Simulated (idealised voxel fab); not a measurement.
Title: Process Module voxel double patterning
Square cells of 5 nm make up the cross-section cut, whose width is 165 nm.
Square cells in a grid make up a cross-section in this document, and the grid is given as bands, listed from the top down, each one or more rows of cells. A band entry consists of two parts. The first gives the height of the band's top and the height of its bottom, in nm. The rest lists the band's materials from left to right, each with its width in nm. A single material labelled with the word "everywhere" fills the band from edge to edge, and the word "empty" marks empty space. Where do heights start? At 0: under that level the wafer as delivered is made of one material only. And the lowest band has no floor; it just carries on downward, as in "z 0 and below". Quick explanation for "30..40": the width changes in equal steps down the rows of cells, from the first number in the band's top row to the second number in its bottom row. "no change occurred", as given for a step, is the statement that not any cell of the cross-section underwent a change during that step. What "Sealed internal cavities" gives you is every empty space of 8 cells or more that is cut off from the top. Each appears as width x height at distance, with the distance taken from the left edge and width, height and distance all in nm. Post-settings text on a step line: simulator's own remark regarding the step. overlay nm: step with mask; distance mask lay right of planned place; negative value = left of planned place.

**Planned process steps**
1) op RECEIVE | material Si
2) op CONFORMAL_DEP | material SiO2 | thk nm 5
3) op DIRECTIONAL_DEP | material TiN | thk nm 10
4) op DIRECTIONAL_DEP | material SiCN | thk nm 5
5) op MASKED_ETCH | tone open | mask id FIRST | width nm 15 | pitch nm 50 | etch materials SiCN | depth nm 5 | overlay nm 0
6) op MASKED_ETCH | tone open | mask id SECOND | width nm 15 | pitch nm 50 | etch materials SiCN | depth nm 5 | overlay nm 0
7) op DIRECTIONAL_ETCH | etch materials TiN | depth nm 10
8) op STRIP | etch materials SiCN

**The following pertains to the first of two wafers, which was processed as planned**

**As received (post step 1): cross-section**
- z 0 and below  Si everywhere
- Sealed internal cavities: none

**Upon completion of step 2, the wafer appears in cross-section as shown**
- z 5 to 0  SiO2 everywhere
- below 0: unchanged

**Upon completion of step 3, the wafer appears in cross-section as shown**
- z 15 to 5  TiN everywhere
- below 5: unchanged

**Upon completion of step 4, the wafer appears in cross-section as shown**
- z 20 to 15  SiCN everywhere
- below 15: unchanged

**Upon completion of step 5, the wafer appears in cross-section as shown**
- z 20 to 15  SiCN: 25 | empty: 15 | SiCN: 35 | empty: 15 | SiCN: 35 | empty: 15 | SiCN: 25
- below 15: unchanged

**Upon completion of step 6, the wafer appears in cross-section as shown**
- z 20 to 15  SiCN: 25 | empty: 15 | SiCN: 10 | empty: 15 | SiCN: 10 | empty: 15 | SiCN: 10 | empty: 15 | SiCN: 10 | empty: 15 | SiCN: 25
- below 15: unchanged

**Upon completion of step 7, the wafer appears in cross-section as shown**
- z 20 to 15  SiCN: 25 | empty: 15 | SiCN: 10 | empty: 15 | SiCN: 10 | empty: 15 | SiCN: 10 | empty: 15 | SiCN: 10 | empty: 15 | SiCN: 25
- z 15 to 5  TiN: 25 | empty: 15 | TiN: 10 | empty: 15 | TiN: 10 | empty: 15 | TiN: 10 | empty: 15 | TiN: 10 | empty: 15 | TiN: 25
- below 5: unchanged

**Upon completion of step 8, the wafer appears in cross-section as shown**
- z 15 to 5  TiN: 25 | empty: 15 | TiN: 10 | empty: 15 | TiN: 10 | empty: 15 | TiN: 10 | empty: 15 | TiN: 10 | empty: 15 | TiN: 25
- below 5: unchanged

**Regarding the second of the two wafers: it shared the first wafer's starting condition and process plan, yet one error occurred during its execution. Its history coincides with that of the first wafer up to and including step 7**

**What the second wafer looks like in cross-section when step 8 should have wrapped up**
- z 15 to 5  TiN: 25 | empty: 15 | TiN: 10 | empty: 15 | TiN: 10 | empty: 15 | TiN: 10 | empty: 15 | TiN: 10 | empty: 15 | TiN: 25
- below 5: unchanged
Processing error: step 8 from the plan got run twice
Honestly, by the end the two wafers have the same cross-section, so the mistake just doesn't show up in what this model computes.
